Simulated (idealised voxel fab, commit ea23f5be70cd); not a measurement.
The document below concerns the process module designated voxel capacitor over wiring.
Square cell edge 5 nm, section width 240 nm, ID cut.
This document writes a cross-section as a grid whose cells are square, and gives it as bands, listed from the top down; one or more rows of cells form a band.
Band: top and bottom heights (nm) first, top before bottom; then materials from left to right, widths in nm. "edge to edge" marks a sole material filling the band edge to edge. "empty" denotes empty space.
Heights are reckoned from 0. Under this level, the received wafer is all of one material. The bottommost band is open-ended downward, for example "0 and below".
Think of "30 to 40" as a width that walks from the first number to the second as you go down the band, top row to bottom row, taking equal-sized steps from row to row.
Given "no alterations made" for a step, no cell of the cross-section differs between before and after that step.
What "Enclosed void entries" gives you is every empty space of 8 cells or more that is cut off from the top. Each appears as width x height at distance, with the distance taken from the left edge and width, height and distance all in nm.
Post-settings text on a step line: simulator's own remark regarding the step.
overlay nm: right-of-plan distance of the mask on a masked step; negative values mean left-of-plan.
The steps planned for the process are as follows:
| 1 | RECEIVE,material Si |
| 2 | CONFORMAL_DEP,material SiO2,thk nm 15 |
| 3 | CONFORMAL_DEP,material SiCN,thk nm 5 |
| 4 | DIRECTIONAL_DEP,material SiO2,thk nm 15 |
| 5 | PATTERN,tone open,mask id METAL_1,material resist,width nm 25,pitch nm 85,thk nm 15,overlay nm 0 |
| 6 | DIRECTIONAL_ETCH,etch materials SiO2,depth nm 15 |
| 7 | DIRECTIONAL_ETCH,etch materials SiCN,depth nm 5 |
| 8 | STRIP,etch materials resist |
| 9 | CONFORMAL_DEP,material TiN,thk nm 5 |
| 10 | FILL_DEP,material Ru,thk nm 10 |
| 11 | CMP,height nm 35 |
| 12 | CONFORMAL_DEP,material SiCN,thk nm 5 |
| 13 | DIRECTIONAL_DEP,material lowk,thk nm 10 |
| 14 | PATTERN,tone open,mask id PLUG_1,material resist,width nm 15,thk nm 20,overlay nm 0 |
| 15 | DIRECTIONAL_ETCH,etch materials lowk,depth nm 10 |
| 16 | DIRECTIONAL_ETCH,etch materials SiCN,depth nm 5 |
| 17 | STRIP,etch materials resist |
| 18 | EPI,material Ru,thk nm 10 |
| 19 | EPI,material Ru,thk nm 5 |
| 20 | DIRECTIONAL_DEP,material TiN,thk nm 5 |
| 21 | DIRECTIONAL_DEP,material Al2O3,thk nm 5 |
| 22 | DIRECTIONAL_DEP,material TiN,thk nm 5 |
| 23 | DIRECTIONAL_DEP,material aC,thk nm 15 |
| 24 | PATTERN,tone cover,mask id UPPER_PLATE,material resist,width nm 65,thk nm 30,overlay nm 0 |
| 25 | DIRECTIONAL_ETCH,etch materials aC,depth nm 15 |
| 26 | STRIP,etch materials resist |
| 27 | DIRECTIONAL_ETCH,etch materials TiN,depth nm 5 |
| 28 | DIRECTIONAL_ETCH,etch materials Al2O3,depth nm 5 |
| 29 | STRIP,etch materials aC |
| 30 | PATTERN,tone cover,mask id LOWER_PLATE,material resist,width nm 75,thk nm 20,overlay nm 0 |
| 31 | DIRECTIONAL_ETCH,etch materials TiN,depth nm 5 |
| 32 | STRIP,etch materials resist |
| 33 | FILL_DEP,material SiO2,thk nm 15 |
| 34 | CMP,height nm 75 |
| 35 | DIRECTIONAL_DEP,material aC,thk nm 15 |
| 36 | PATTERN,tone open,mask id PLUG_2,material resist,width nm 15,thk nm 35,overlay nm 0 |
| 37 | DIRECTIONAL_ETCH,etch materials aC,depth nm 15 |
| 38 | STRIP,etch materials resist |
| 39 | DIRECTIONAL_ETCH,etch materials SiO2,depth nm 10 |
| 40 | STRIP,etch materials aC |
| 41 | CONFORMAL_DEP,material TiN,thk nm 5 |
| 42 | FILL_DEP,material W,thk nm 5 |
| 43 | CMP,height nm 75 |
| 44 | CONFORMAL_DEP,material SiCN,thk nm 5 |
Received-state cross-section, reflecting completion of step 1:
* 0 and below  Si edge to edge
* Enclosed void entries: none
Cross-sectional view of the first of the two wafers upon completion of the module, processed in accordance with the plan:
* 80 down to 75  SiCN edge to edge
* 75 down to 70  SiO2=85, TiN=5, W=5, TiN=5, SiO2=140
* 70 down to 60  SiO2=85 to 75, TiN=15 to 65, SiO2=140 to 100
* 60 down to 55  SiO2=75, Al2O3=65, SiO2=100
* 55 down to 50  SiO2=70, TiN=75, SiO2=95
* 50 down to 40  lowk=75, Ru=15, lowk=150
* 40 down to 35  SiCN=75, Ru=15, SiCN=150
* 35 down to 20  SiO2=65, TiN=5, Ru=15, TiN=5, SiO2=60, TiN=5, Ru=15, TiN=5, SiO2=65
* 20 down to 15  SiCN=65, TiN=25, SiCN=60, TiN=25, SiCN=65
* 15 down to 0  SiO2 edge to edge
* 0 and below  Si edge to edge
* Enclosed void entries: none
Cross-section, wafer two of two, end of module: same start and plan as wafer one, one error in execution:
* 80 down to 75  SiCN edge to edge
* 75 down to 70  SiO2=85, TiN=5, W=5, TiN=5, SiO2=140
* 70 down to 60  SiO2=85, TiN=15 to 60, SiO2=140 to 95
* 60 down to 55  SiO2=85, Al2O3=65, SiO2=90
* 55 down to 50  SiO2=70, TiN=80, SiO2=90
* 50 down to 40  lowk=75, Ru=15, lowk=150
* 40 down to 35  SiCN=75, Ru=15, SiCN=150
* 35 down to 20  SiO2=65, TiN=5, Ru=15, TiN=5, SiO2=60, TiN=5, Ru=15, TiN=5, SiO2=65
* 20 down to 15  SiCN=65, TiN=25, SiCN=60, TiN=25, SiCN=65
* 15 down to 0  SiO2 edge to edge
* 0 and below  Si edge to edge
* Enclosed void entries: none
What broke from the plan during processing? step 24 ran with different settings than intended, the actual operation and settings being PATTERN,tone cover,mask id UPPER_PLATE,material resist,width nm 65,thk nm 30,overlay nm 10
If you tally the cells, the second wafer ends up with the same amount of every material as the first; it's all just sitting in different places.
